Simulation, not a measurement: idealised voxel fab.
Process module under the name voxel transistor to metal
Pictured: cross-section cut, 205 nm wide, on a grid of 5 nm square cells.
Cross-section, as written here: a square-cell grid given band by band from the top down, where a band holds one or more rows of cells. Heights first: top, then bottom, in nm. Then materials, left to right, each with a width in nm. "all across" on a single material: fills the band edge to edge. "blank": empty space. A quick word on heights: they are counted from 0, and under that level the wafer as it came to us is one material throughout. The lowest band is different from the rest in having no bottom; it simply continues downward, written as in "0..down". The width entry "30 to 40" should be interpreted row by row: the top row of cells in the band takes the first number, the bottom row takes the second number, and the change between adjacent rows is uniform throughout. "nothing was modified" after a step means that no cell of the cross-section changed. "Non-vented voids": empty spaces of 8 cells or more with no open way to the top, each given as width x height at distance, distance from the left edge, all in nm. On a step's line, text after the settings is the simulator commenting on that step. overlay nm, on a step with a mask: how far to the right of its planned place the mask lay; to the left if negative.

-- plan
| 1 | op RECEIVE | material Si |
| 2 | op CONFORMAL_DEP | material SiO2 | thk nm 5 |
| 3 | op CONFORMAL_DEP | material SiN | thk nm 15 |
| 4 | op DIRECTIONAL_DEP | material aC | thk nm 15 |
| 5 | op PATTERN | tone cover | mask id ACTIVE | material resist | width nm 115 | thk nm 35 | overlay nm 0 |
| 6 | op DIRECTIONAL_ETCH | etch materials aC | depth nm 15 |
| 7 | op STRIP | etch materials resist |
| 8 | op DIRECTIONAL_ETCH | etch materials SiN | depth nm 15 |
| 9 | op DIRECTIONAL_ETCH | etch materials SiO2 | depth nm 5 |
| 10 | op DIRECTIONAL_ETCH | etch materials Si | depth nm 30 |
| 11 | op STRIP | etch materials aC |
| 12 | op OXIDIZE | depth nm 5 |
| 13 | op FILL_DEP | material SiO2 | thk nm 5 |
| 14 | op CMP | height nm 20 |
| 15 | op SELECTIVE_ETCH | etch materials SiO2 | depth nm 15 |
| 16 | op STRIP | etch materials SiN |
| 17 | op SELECTIVE_ETCH | etch materials SiO2 | depth nm 5 |
| 18 | op OXIDIZE | depth nm 5 |
| 19 | op DIRECTIONAL_DEP | material polySi | thk nm 20 |
| 20 | op DIRECTIONAL_DEP | material SiCN | thk nm 15 |
| 21 | op PATTERN | tone cover | mask id GATE | material resist | width nm 25 | thk nm 20 | overlay nm 0 |
| 22 | op DIRECTIONAL_ETCH | etch materials SiCN | depth nm 25 |
| 23 | op DIRECTIONAL_ETCH | etch materials polySi | depth nm 30 |
| 24 | op STRIP | etch materials resist |
| 25 | op CONFORMAL_DEP | material SiO2 | thk nm 5 |
| 26 | op DIRECTIONAL_ETCH | etch materials SiO2 | depth nm 5 |
| 27 | op CONFORMAL_DEP | material SiN | thk nm 5 |
| 28 | op DIRECTIONAL_ETCH | etch materials SiN | depth nm 5 |
| 29 | op DIRECTIONAL_ETCH | etch materials SiO2 | depth nm 5 |
| 30 | op DIRECTIONAL_ETCH | etch materials Si | depth nm 10 |
| 31 | op EPI | material pSi | thk nm 15 |
| 32 | op FILL_DEP | material SiO2 | thk nm 5 |
| 33 | op CMP | height nm 35 |
| 34 | op DIRECTIONAL_DEP | material SiO2 | thk nm 15 |
| 35 | op PATTERN | tone open | mask id CONTACT | material resist | width nm 20 | pitch nm 75 | thk nm 20 | overlay nm 0 |
| 36 | op DIRECTIONAL_ETCH | etch materials SiO2 | depth nm 50 |
| 37 | op STRIP | etch materials resist |
| 38 | op CONFORMAL_DEP | material TiN | thk nm 5 |
| 39 | op FILL_DEP | material Ru | thk nm 5 |
| 40 | op CMP | height nm 50 |
| 41 | op CONFORMAL_DEP | material SiN | thk nm 5 |
| 42 | op DIRECTIONAL_DEP | material lowk | thk nm 15 |
| 43 | op PATTERN | tone open | mask id METAL_1 | material resist | width nm 20 | pitch nm 75 | thk nm 15 | overlay nm 0 |
| 44 | op DIRECTIONAL_ETCH | etch materials lowk | depth nm 15 |
| 45 | op DIRECTIONAL_ETCH | etch materials SiN | depth nm 5 |
| 46 | op STRIP | etch materials resist |
| 47 | op CONFORMAL_DEP | material TiN | thk nm 5 |
| 48 | op FILL_DEP | material W | thk nm 5 |
| 49 | op CMP | height nm 70 |
| 50 | op CONFORMAL_DEP | material SiN | thk nm 5 |

-- First of two wafers - as planned

-- As-received state of the wafer in cross-section, equivalent to post-step 1
- 0..down | Si all across
- Non-vented voids: none

-- State of the wafer after step 2, shown in cross-section
- 5..0 | SiO2 all across
- Everything under 0 stays put, no change at all.

-- State of the wafer after step 3, shown in cross-section
- 20..5 | SiN all across
- Everything under 5 stays put, no change at all.

-- State of the wafer after step 4, shown in cross-section
- 35..20 | aC all across
- Everything under 20 stays put, no change at all.

-- State of the wafer after step 5, shown in cross-section
- 70..35 | blank (45) / resist (115) / blank (45)
- Everything under 35 stays put, no change at all.

-- State of the wafer after step 6, shown in cross-section
- 55..35 | blank (45) / resist (115) / blank (45)
- 35..20 | blank (45) / aC (115) / blank (45)
- Everything under 20 stays put, no change at all.

-- State of the wafer after step 7, shown in cross-section
- 35..20 | blank (45) / aC (115) / blank (45)
- Everything under 20 stays put, no change at all.

-- State of the wafer after step 8, shown in cross-section
- 35..20 | blank (45) / aC (115) / blank (45)
- 20..5 | blank (45) / SiN (115) / blank (45)
- Everything under 5 stays put, no change at all.

-- State of the wafer after step 9, shown in cross-section
- 35..20 | blank (45) / aC (115) / blank (45)
- 20..5 | blank (45) / SiN (115) / blank (45)
- 5..0 | blank (45) / SiO2 (115) / blank (45)
- Everything under 0 stays put, no change at all.

-- State of the wafer after step 10, shown in cross-section
- 35..20 | blank (45) / aC (115) / blank (45)
- 20..5 | blank (45) / SiN (115) / blank (45)
- 5..0 | blank (45) / SiO2 (115) / blank (45)
- 0..-30 | blank (45) / Si (115) / blank (45)
- Everything under -30 stays put, no change at all.

-- State of the wafer after step 11, shown in cross-section
- 20..5 | blank (45) / SiN (115) / blank (45)
- Everything under 5 stays put, no change at all.

-- State of the wafer after step 12, shown in cross-section
- 20..5 | blank (45) / SiN (115) / blank (45)
- 5..0 | blank (45) / SiO2 (115) / blank (45)
- 0..-30 | blank (45) / SiO2 (5) / Si (105) / SiO2 (5) / blank (45)
- -30..-35 | SiO2 (50) / Si (105) / SiO2 (50)
- Everything under -35 stays put, no change at all.

-- State of the wafer after step 13, shown in cross-section
- 25..20 | SiO2 all across
- 20..5 | SiO2 (45) / SiN (115) / SiO2 (45)
- 5..0 | SiO2 all across
- 0..-35 | SiO2 (50) / Si (105) / SiO2 (50)
- Everything under -35 stays put, no change at all.

-- State of the wafer after step 14, shown in cross-section
- 20..5 | SiO2 (45) / SiN (115) / SiO2 (45)
- Everything under 5 stays put, no change at all.

-- State of the wafer after step 15, shown in cross-section
- 20..5 | blank (45) / SiN (115) / blank (45)
- Everything under 5 stays put, no change at all.

-- State of the wafer after step 16, shown in cross-section
- 5..0 | SiO2 all across
- Everything under 0 stays put, no change at all.

-- State of the wafer after step 17, shown in cross-section
- 0..-35 | SiO2 (50) / Si (105) / SiO2 (50)
- Everything under -35 stays put, no change at all.

-- State of the wafer after step 18, shown in cross-section
- 0..-5 | SiO2 all across
- Everything under -5 stays put, no change at all.

-- State of the wafer after step 19, shown in cross-section
- 20..0 | polySi all across
- Everything under 0 stays put, no change at all.

-- State of the wafer after step 20, shown in cross-section
- 35..20 | SiCN all across
- Everything under 20 stays put, no change at all.

-- State of the wafer after step 21, shown in cross-section
- 55..35 | blank (90) / resist (25) / blank (90)
- Everything under 35 stays put, no change at all.

-- State of the wafer after step 22, shown in cross-section
- 55..35 | blank (90) / resist (25) / blank (90)
- 35..20 | blank (90) / SiCN (25) / blank (90)
- Everything under 20 stays put, no change at all.

-- State of the wafer after step 23, shown in cross-section
- 55..35 | blank (90) / resist (25) / blank (90)
- 35..20 | blank (90) / SiCN (25) / blank (90)
- 20..0 | blank (90) / polySi (25) / blank (90)
- Everything under 0 stays put, no change at all.

-- State of the wafer after step 24, shown in cross-section
- 35..20 | blank (90) / SiCN (25) / blank (90)
- Everything under 20 stays put, no change at all.

-- State of the wafer after step 25, shown in cross-section
- 40..35 | blank (85) / SiO2 (35) / blank (85)
- 35..20 | blank (85) / SiO2 (5) / SiCN (25) / SiO2 (5) / blank (85)
- 20..5 | blank (85) / SiO2 (5) / polySi (25) / SiO2 (5) / blank (85)
- 5..0 | SiO2 (90) / polySi (25) / SiO2 (90)
- Everything under 0 stays put, no change at all.

-- State of the wafer after step 26, shown in cross-section
- 35..20 | blank (85) / SiO2 (5) / SiCN (25) / SiO2 (5) / blank (85)
- 20..0 | blank (85) / SiO2 (5) / polySi (25) / SiO2 (5) / blank (85)
- Everything under 0 stays put, no change at all.

-- State of the wafer after step 27, shown in cross-section
- 40..35 | blank (80) / SiN (45) / blank (80)
- 35..20 | blank (80) / SiN (5) / SiO2 (5) / SiCN (25) / SiO2 (5) / SiN (5) / blank (80)
- 20..5 | blank (80) / SiN (5) / SiO2 (5) / polySi (25) / SiO2 (5) / SiN (5) / blank (80)
- 5..0 | SiN (85) / SiO2 (5) / polySi (25) / SiO2 (5) / SiN (85)
- Everything under 0 stays put, no change at all.

-- State of the wafer after step 28, shown in cross-section
- 35..20 | blank (80) / SiN (5) / SiO2 (5) / SiCN (25) / SiO2 (5) / SiN (5) / blank (80)
- 20..0 | blank (80) / SiN (5) / SiO2 (5) / polySi (25) / SiO2 (5) / SiN (5) / blank (80)
- Everything under 0 stays put, no change at all.

-- State of the wafer after step 29, shown in cross-section
- 35..30 | blank (80) / SiN (5) / blank (5) / SiCN (25) / blank (5) / SiN (5) / blank (80)
- 30..20 | blank (80) / SiN (5) / SiO2 (5) / SiCN (25) / SiO2 (5) / SiN (5) / blank (80)
- 20..0 | blank (80) / SiN (5) / SiO2 (5) / polySi (25) / SiO2 (5) / SiN (5) / blank (80)
- 0..-5 | blank (80) / SiO2 (45) / blank (80)
- Everything under -5 stays put, no change at all.

-- State of the wafer after step 30, shown in cross-section
- 35..30 | blank (80) / SiN (5) / blank (5) / SiCN (25) / blank (5) / SiN (5) / blank (80)
- 30..20 | blank (80) / SiN (5) / SiO2 (5) / SiCN (25) / SiO2 (5) / SiN (5) / blank (80)
- 20..0 | blank (80) / SiN (5) / SiO2 (5) / polySi (25) / SiO2 (5) / SiN (5) / blank (80)
- 0..-5 | blank (80) / SiO2 (45) / blank (80)
- -5..-15 | SiO2 (50) / blank (30) / Si (45) / blank (30) / SiO2 (50)
- Everything under -15 stays put, no change at all.

-- State of the wafer after step 31, shown in cross-section
- 35..30 | blank (80) / SiN (5) / blank (5) / SiCN (25) / blank (5) / SiN (5) / blank (80)
- 30..20 | blank (80) / SiN (5) / SiO2 (5) / SiCN (25) / SiO2 (5) / SiN (5) / blank (80)
- 20..10 | blank (80) / SiN (5) / SiO2 (5) / polySi (25) / SiO2 (5) / SiN (5) / blank (80)
- 10..0 | blank (65) / pSi (15) / SiN (5) / SiO2 (5) / polySi (25) / SiO2 (5) / SiN (5) / pSi (15) / blank (65)
- 0..-5 | blank (45) / pSi (35) / SiO2 (45) / pSi (35) / blank (45)
- -5..-15 | SiO2 (50) / pSi (30) / Si (45) / pSi (30) / SiO2 (50)
- Everything under -15 stays put, no change at all.

-- State of the wafer after step 32, shown in cross-section
- 40..35 | SiO2 all across
- 35..20 | SiO2 (80) / SiN (5) / SiO2 (5) / SiCN (25) / SiO2 (5) / SiN (5) / SiO2 (80)
- 20..10 | SiO2 (80) / SiN (5) / SiO2 (5) / polySi (25) / SiO2 (5) / SiN (5) / SiO2 (80)
- 10..0 | SiO2 (65) / pSi (15) / SiN (5) / SiO2 (5) / polySi (25) / SiO2 (5) / SiN (5) / pSi (15) / SiO2 (65)
- 0..-5 | SiO2 (45) / pSi (35) / SiO2 (45) / pSi (35) / SiO2 (45)
- Everything under -5 stays put, no change at all.

-- State of the wafer after step 33, shown in cross-section
- 35..20 | SiO2 (80) / SiN (5) / SiO2 (5) / SiCN (25) / SiO2 (5) / SiN (5) / SiO2 (80)
- Everything under 20 stays put, no change at all.

-- State of the wafer after step 34, shown in cross-section
- 50..35 | SiO2 all across
- Everything under 35 stays put, no change at all.

-- State of the wafer after step 35, shown in cross-section
- 70..50 | resist (55) / blank (20) / resist (55) / blank (20) / resist (55)
- Everything under 50 stays put, no change at all.

-- State of the wafer after step 36, shown in cross-section
- 70..50 | resist (55) / blank (20) / resist (55) / blank (20) / resist (55)
- 50..35 | SiO2 (55) / blank (20) / SiO2 (55) / blank (20) / SiO2 (55)
- 35..20 | SiO2 (55) / blank (20) / SiO2 (5) / SiN (5) / SiO2 (5) / SiCN (25) / SiO2 (5) / SiN (5) / SiO2 (5) / blank (20) / SiO2 (55)
- 20..10 | SiO2 (55) / blank (20) / SiO2 (5) / SiN (5) / SiO2 (5) / polySi (25) / SiO2 (5) / SiN (5) / SiO2 (5) / blank (20) / SiO2 (55)
- 10..0 | SiO2 (55) / blank (10) / pSi (15) / SiN (5) / SiO2 (5) / polySi (25) / SiO2 (5) / SiN (5) / pSi (15) / blank (10) / SiO2 (55)
- Everything under 0 stays put, no change at all.

-- State of the wafer after step 37, shown in cross-section
- 50..35 | SiO2 (55) / blank (20) / SiO2 (55) / blank (20) / SiO2 (55)
- Everything under 35 stays put, no change at all.

-- State of the wafer after step 38, shown in cross-section
- 55..50 | TiN (60) / blank (10) / TiN (65) / blank (10) / TiN (60)
- 50..35 | SiO2 (55) / TiN (5) / blank (10) / TiN (5) / SiO2 (55) / TiN (5) / blank (10) / TiN (5) / SiO2 (55)
- 35..20 | SiO2 (55) / TiN (5) / blank (10) / TiN (5) / SiO2 (5) / SiN (5) / SiO2 (5) / SiCN (25) / SiO2 (5) / SiN (5) / SiO2 (5) / TiN (5) / blank (10) / TiN (5) / SiO2 (55)
- 20..15 | SiO2 (55) / TiN (5) / blank (10) / TiN (5) / SiO2 (5) / SiN (5) / SiO2 (5) / polySi (25) / SiO2 (5) / SiN (5) / SiO2 (5) / TiN (5) / blank (10) / TiN (5) / SiO2 (55)
- 15..10 | SiO2 (55) / TiN (20) / SiO2 (5) / SiN (5) / SiO2 (5) / polySi (25) / SiO2 (5) / SiN (5) / SiO2 (5) / TiN (20) / SiO2 (55)
- 10..0 | SiO2 (55) / TiN (10) / pSi (15) / SiN (5) / SiO2 (5) / polySi (25) / SiO2 (5) / SiN (5) / pSi (15) / TiN (10) / SiO2 (55)
- Everything under 0 stays put, no change at all.

-- State of the wafer after step 39, shown in cross-section
- 60..55 | Ru all across
- 55..50 | TiN (60) / Ru (10) / TiN (65) / Ru (10) / TiN (60)
- 50..35 | SiO2 (55) / TiN (5) / Ru (10) / TiN (5) / SiO2 (55) / TiN (5) / Ru (10) / TiN (5) / SiO2 (55)
- 35..20 | SiO2 (55) / TiN (5) / Ru (10) / TiN (5) / SiO2 (5) / SiN (5) / SiO2 (5) / SiCN (25) / SiO2 (5) / SiN (5) / SiO2 (5) / TiN (5) / Ru (10) / TiN (5) / SiO2 (55)
- 20..15 | SiO2 (55) / TiN (5) / Ru (10) / TiN (5) / SiO2 (5) / SiN (5) / SiO2 (5) / polySi (25) / SiO2 (5) / SiN (5) / SiO2 (5) / TiN (5) / Ru (10) / TiN (5) / SiO2 (55)
- Everything under 15 stays put, no change at all.

-- State of the wafer after step 40, shown in cross-section
- 50..35 | SiO2 (55) / TiN (5) / Ru (10) / TiN (5) / SiO2 (55) / TiN (5) / Ru (10) / TiN (5) / SiO2 (55)
- Everything under 35 stays put, no change at all.

-- State of the wafer after step 41, shown in cross-section
- 55..50 | SiN all across
- Everything under 50 stays put, no change at all.

-- State of the wafer after step 42, shown in cross-section
- 70..55 | lowk all across
- Everything under 55 stays put, no change at all.

-- State of the wafer after step 43, shown in cross-section
- 85..70 | resist (55) / blank (20) / resist (55) / blank (20) / resist (55)
- Everything under 70 stays put, no change at all.

-- State of the wafer after step 44, shown in cross-section
- 85..70 | resist (55) / blank (20) / resist (55) / blank (20) / resist (55)
- 70..55 | lowk (55) / blank (20) / lowk (55) / blank (20) / lowk (55)
- Everything under 55 stays put, no change at all.

-- State of the wafer after step 45, shown in cross-section
- 85..70 | resist (55) / blank (20) / resist (55) / blank (20) / resist (55)
- 70..55 | lowk (55) / blank (20) / lowk (55) / blank (20) / lowk (55)
- 55..50 | SiN (55) / blank (20) / SiN (55) / blank (20) / SiN (55)
- Everything under 50 stays put, no change at all.

-- State of the wafer after step 46, shown in cross-section
- 70..55 | lowk (55) / blank (20) / lowk (55) / blank (20) / lowk (55)
- Everything under 55 stays put, no change at all.

-- State of the wafer after step 47, shown in cross-section
- 75..70 | TiN (60) / blank (10) / TiN (65) / blank (10) / TiN (60)
- 70..55 | lowk (55) / TiN (5) / blank (10) / TiN (5) / lowk (55) / TiN (5) / blank (10) / TiN (5) / lowk (55)
- 55..50 | SiN (55) / TiN (20) / SiN (55) / TiN (20) / SiN (55)
- Everything under 50 stays put, no change at all.

-- State of the wafer after step 48, shown in cross-section
- 80..75 | W all across
- 75..70 | TiN (60) / W (10) / TiN (65) / W (10) / TiN (60)
- 70..55 | lowk (55) / TiN (5) / W (10) / TiN (5) / lowk (55) / TiN (5) / W (10) / TiN (5) / lowk (55)
- Everything under 55 stays put, no change at all.

-- State of the wafer after step 49, shown in cross-section
- 70..55 | lowk (55) / TiN (5) / W (10) / TiN (5) / lowk (55) / TiN (5) / W (10) / TiN (5) / lowk (55)
- Everything under 55 stays put, no change at all.

-- State of the wafer after step 50, shown in cross-section
- 75..70 | SiN all across
- Everything under 70 stays put, no change at all.

-- The second wafer was prepared from the same starting point and under the same plan as the first; its processing contained one mistake, and it remains indistinguishable from the first wafer up to and including step 42

-- What the second wafer looks like in cross-section when step 43 should have wrapped up
- 85..70 | resist (55) / blank (25) / resist (50) / blank (25) / resist (50)
- Everything under 70 stays put, no change at all.

-- What the second wafer looks like in cross-section when step 44 should have wrapped up
- 85..70 | resist (55) / blank (25) / resist (50) / blank (25) / resist (50)
- 70..55 | lowk (55) / blank (25) / lowk (50) / blank (25) / lowk (50)
- Everything under 55 stays put, no change at all.

-- What the second wafer looks like in cross-section when step 45 should have wrapped up
- 85..70 | resist (55) / blank (25) / resist (50) / blank (25) / resist (50)
- 70..55 | lowk (55) / blank (25) / lowk (50) / blank (25) / lowk (50)
- 55..50 | SiN (55) / blank (25) / SiN (50) / blank (25) / SiN (50)
- Everything under 50 stays put, no change at all.

-- What the second wafer looks like in cross-section when step 46 should have wrapped up
- 70..55 | lowk (55) / blank (25) / lowk (50) / blank (25) / lowk (50)
- Everything under 55 stays put, no change at all.

-- What the second wafer looks like in cross-section when step 47 should have wrapped up
- 75..70 | TiN (60) / blank (15) / TiN (60) / blank (15) / TiN (55)
- 70..55 | lowk (55) / TiN (5) / blank (15) / TiN (5) / lowk (50) / TiN (5) / blank (15) / TiN (5) / lowk (50)
- 55..50 | SiN (55) / TiN (25) / SiN (50) / TiN (25) / SiN (50)
- Everything under 50 stays put, no change at all.

-- What the second wafer looks like in cross-section when step 48 should have wrapped up
- 80..75 | W all across
- 75..70 | TiN (60) / W (15) / TiN (60) / W (15) / TiN (55)
- 70..55 | lowk (55) / TiN (5) / W (15) / TiN (5) / lowk (50) / TiN (5) / W (15) / TiN (5) / lowk (50)
- Everything under 55 stays put, no change at all.

-- What the second wafer looks like in cross-section when step 49 should have wrapped up
- 70..55 | lowk (55) / TiN (5) / W (15) / TiN (5) / lowk (50) / TiN (5) / W (15) / TiN (5) / lowk (50)
- Everything under 55 stays put, no change at all.

-- What the second wafer looks like in cross-section when step 50 should have wrapped up
- 75..70 | SiN all across
- Everything under 70 stays put, no change at all.
what went wrong: not per plan at step 43, really ran op PATTERN | tone open | mask id METAL_1 | material resist | width nm 25 | pitch nm 75 | thk nm 15 | overlay nm 0
At the finish, the second wafer shows more or fewer cells for some materials than the first does: SiN -2 | TiN +2 | W +6 | lowk -6
